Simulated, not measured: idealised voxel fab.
The document below concerns the process module designated voxel ribs on slabs.
The cross-section on display is named cut; it measures 190 nm wide, and its cells are 5 nm squares.
How to read a cross-section here: the picture is a grid of square cells, written as bands going from the top down, and any band can span one or more rows of cells.
It is stipulated that each band's entry specify, in nanometres, the height of the top of the band and then that of its bottom, followed by the materials of the band in left-to-right sequence, each together with its width in nanometres. A single material marked by the word "all across" is understood to fill the band from edge to edge; the word "empty" is understood to denote empty space.
Heights are measured from 0, the level below which the as-received wafer is all one material; the lowest band has no bottom and continues downward, written as in "0 down".
Quick explanation for "30 to 40": the width changes in equal steps down the rows of cells, from the first number in the band's top row to the second number in its bottom row.
Basically "left unchanged" means that step didn't change any cell in the cross-section.
Listed in "Enclosed void list": every empty space of 8 or more cells without an open way to the top. Form: width x height at distance, the distance being from the left edge, all in nm.
Read whatever lies past the settings on a step's line as the simulator's own remark about the step.
"overlay nm" answers the question of how far to the right of plan the mask lay on a step that has a mask, and when it is negative the answer is to the left.

Here's what the planned process steps look like:
step 1: RECEIVE,material Si
step 2: DIRECTIONAL_DEP,material SiO2,thk nm 25
step 3: DIRECTIONAL_DEP,material polySi,thk nm 15
step 4: DIRECTIONAL_DEP,material aC,thk nm 15
step 5: PATTERN,tone cover,mask id RIB,material resist,width nm 30,thk nm 30,overlay nm -15
step 6: DIRECTIONAL_ETCH,etch materials aC,depth nm 15
step 7: STRIP,etch materials resist
step 8: DIRECTIONAL_ETCH,etch materials polySi,depth nm 10
step 9: STRIP,etch materials aC
step 10: DIRECTIONAL_DEP,material aC,thk nm 10
step 11: PATTERN,tone cover,mask id SLAB,material resist,width nm 60,thk nm 25,overlay nm 0
step 12: DIRECTIONAL_ETCH,etch materials aC,depth nm 10
step 13: STRIP,etch materials resist
step 14: DIRECTIONAL_ETCH,etch materials polySi,depth nm 5
step 15: STRIP,etch materials aC
step 16: FILL_DEP,material SiO2,thk nm 15
step 17: CMP,height nm 50
step 18: DIRECTIONAL_DEP,material TiN,thk nm 5
step 19: DIRECTIONAL_DEP,material aC,thk nm 10
step 20: PATTERN,tone cover,mask id HEATER,material resist,width nm 40,thk nm 30,overlay nm 0
step 21: DIRECTIONAL_ETCH,etch materials aC,depth nm 10
step 22: STRIP,etch materials resist
step 23: DIRECTIONAL_ETCH,etch materials TiN,depth nm 5
step 24: STRIP,etch materials aC
step 25: CONFORMAL_DEP,material SiO2,thk nm 5
The plan shows the overlay nm of step 5 as the first wafer had it; this setting differs between the wafers, which start out alike.

Cut through the first of several wafers as received, post step 1:
* 0 down | Si all across
* Enclosed void list: none

Every row in this table is a wafer at the end of the module, and it gives, for each of the materials, the cells that wafer has gained (+) or lost (-) since it was received, then its closed voids:
overlay nm -15, +396 SiO2, +8 TiN, +24 polySi, Enclosed void list: none
overlay nm -10, +396 SiO2, +8 TiN, +24 polySi, Enclosed void list: none
overlay nm -5, +396 SiO2, +8 TiN, +24 polySi, Enclosed void list: none
overlay nm 0, +396 SiO2, +8 TiN, +24 polySi, Enclosed void list: none
overlay nm 5, +396 SiO2, +8 TiN, +24 polySi, Enclosed void list: none
overlay nm 10, +396 SiO2, +8 TiN, +24 polySi, Enclosed void list: none
overlay nm 15, +396 SiO2, +8 TiN, +24 polySi, Enclosed void list: none
